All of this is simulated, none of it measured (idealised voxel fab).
process module | voxel capacitor over wiring
cross-section cut | 295 nm wide | cells 5 nm
A cross-section is a grid of square cells, given in bands from the top down. A band is one or more rows of cells.
Each band's line starts with the height of the band's top and of its bottom, in nm. Then come its materials from left to right, each with its width in nm. One material with "throughout" fills the band from edge to edge. "air" is empty space.
Height 0 is the level under which the wafer as received is all one material. The lowest band goes on downwards, as in "0 down".
A width such as "30 to 40" changes by the same amount from each row of cells to the next, from the band's top row to its bottom row.
"no change" after a step means that no cell of the cross-section changed.
closed voids: empty space of 8 cells or more with no open way to the top, each as width x height at its distance from the left edge, in nm
after a step's settings: what the simulator itself notes on the step
overlay nm, on a step with a mask: how far to the right of its planned place the mask lay; to the left if negative
plan
1 op RECEIVE | material Si
2 op CONFORMAL_DEP | material SiO2 | thk nm 10
3 op CONFORMAL_DEP | material SiN | thk nm 5
4 op DIRECTIONAL_DEP | material SiO2 | thk nm 20
5 op PATTERN | tone open | mask id METAL_1 | material resist | width nm 20 | pitch nm 90 | thk nm 15 | overlay nm 0
6 op DIRECTIONAL_ETCH | etch materials SiO2 | depth nm 20
7 op DIRECTIONAL_ETCH | etch materials SiN | depth nm 5
8 op STRIP | etch materials resist
9 op CONFORMAL_DEP | material TiN | thk nm 5
10 op FILL_DEP | material W | thk nm 5
11 op CMP | height nm 35
12 op CONFORMAL_DEP | material SiCN | thk nm 5
13 op DIRECTIONAL_DEP | material lowk | thk nm 10
14 op PATTERN | tone open | mask id PLUG_1 | material resist | width nm 15 | thk nm 15 | overlay nm 0
15 op DIRECTIONAL_ETCH | etch materials lowk | depth nm 10
16 op DIRECTIONAL_ETCH | etch materials SiCN | depth nm 5
17 op STRIP | etch materials resist
18 op CONFORMAL_DEP | material TiN | thk nm 5
19 op FILL_DEP | material W | thk nm 10
20 op CMP | height nm 50
21 op DIRECTIONAL_DEP | material TiN | thk nm 10
22 op DIRECTIONAL_DEP | material Al2O3 | thk nm 5
23 op DIRECTIONAL_DEP | material TiN | thk nm 5
24 op DIRECTIONAL_DEP | material aC | thk nm 15
25 op PATTERN | tone cover | mask id UPPER_PLATE | material resist | width nm 75 | thk nm 35 | overlay nm 0
26 op DIRECTIONAL_ETCH | etch materials aC | depth nm 15
27 op STRIP | etch materials resist
28 op DIRECTIONAL_ETCH | etch materials TiN | depth nm 5
29 op DIRECTIONAL_ETCH | etch materials Al2O3 | depth nm 5
30 op STRIP | etch materials aC
31 op PATTERN | tone cover | mask id LOWER_PLATE | material resist | width nm 85 | thk nm 20 | overlay nm 0
32 op DIRECTIONAL_ETCH | etch materials TiN | depth nm 10
33 op STRIP | etch materials resist
34 op FILL_DEP | material SiO2 | thk nm 20
35 op CMP | height nm 85
36 op PATTERN | tone open | mask id PLUG_2 | material resist | width nm 15 | thk nm 20 | overlay nm -15
37 op DIRECTIONAL_ETCH | etch materials SiO2 | depth nm 15
38 op STRIP | etch materials resist
39 op CONFORMAL_DEP | material TiN | thk nm 5
40 op FILL_DEP | material W | thk nm 10
41 op CMP | height nm 85
42 op CONFORMAL_DEP | material SiN | thk nm 5
varied across the wafers: overlay nm of step 36. The plan shows the first wafer's value. All wafers start alike
first wafer as received, after step 1
  0 down: Si throughout
  closed voids: none
each wafer at the end: cells of each material gained (+) or lost (-) since it was received, then its closed voids
overlay nm -15 | +15 Al2O3 | +56 SiCN | +110 SiN | +662 SiO2 | +87 TiN | +20 W | +112 lowk | closed voids: none
overlay nm -10 | +15 Al2O3 | +56 SiCN | +110 SiN | +662 SiO2 | +87 TiN | +20 W | +112 lowk | closed voids: none
overlay nm -5 | +15 Al2O3 | +56 SiCN | +110 SiN | +662 SiO2 | +87 TiN | +20 W | +112 lowk | closed voids: none
overlay nm 0 | +15 Al2O3 | +56 SiCN | +110 SiN | +662 SiO2 | +87 TiN | +20 W | +112 lowk | closed voids: none
overlay nm 5 | +15 Al2O3 | +56 SiCN | +110 SiN | +662 SiO2 | +87 TiN | +20 W | +112 lowk | closed voids: none
overlay nm 10 | +15 Al2O3 | +56 SiCN | +110 SiN | +662 SiO2 | +87 TiN | +20 W | +112 lowk | closed voids: none
overlay nm 15 | +15 Al2O3 | +56 SiCN | +110 SiN | +662 SiO2 | +87 TiN | +20 W | +112 lowk | closed voids: none
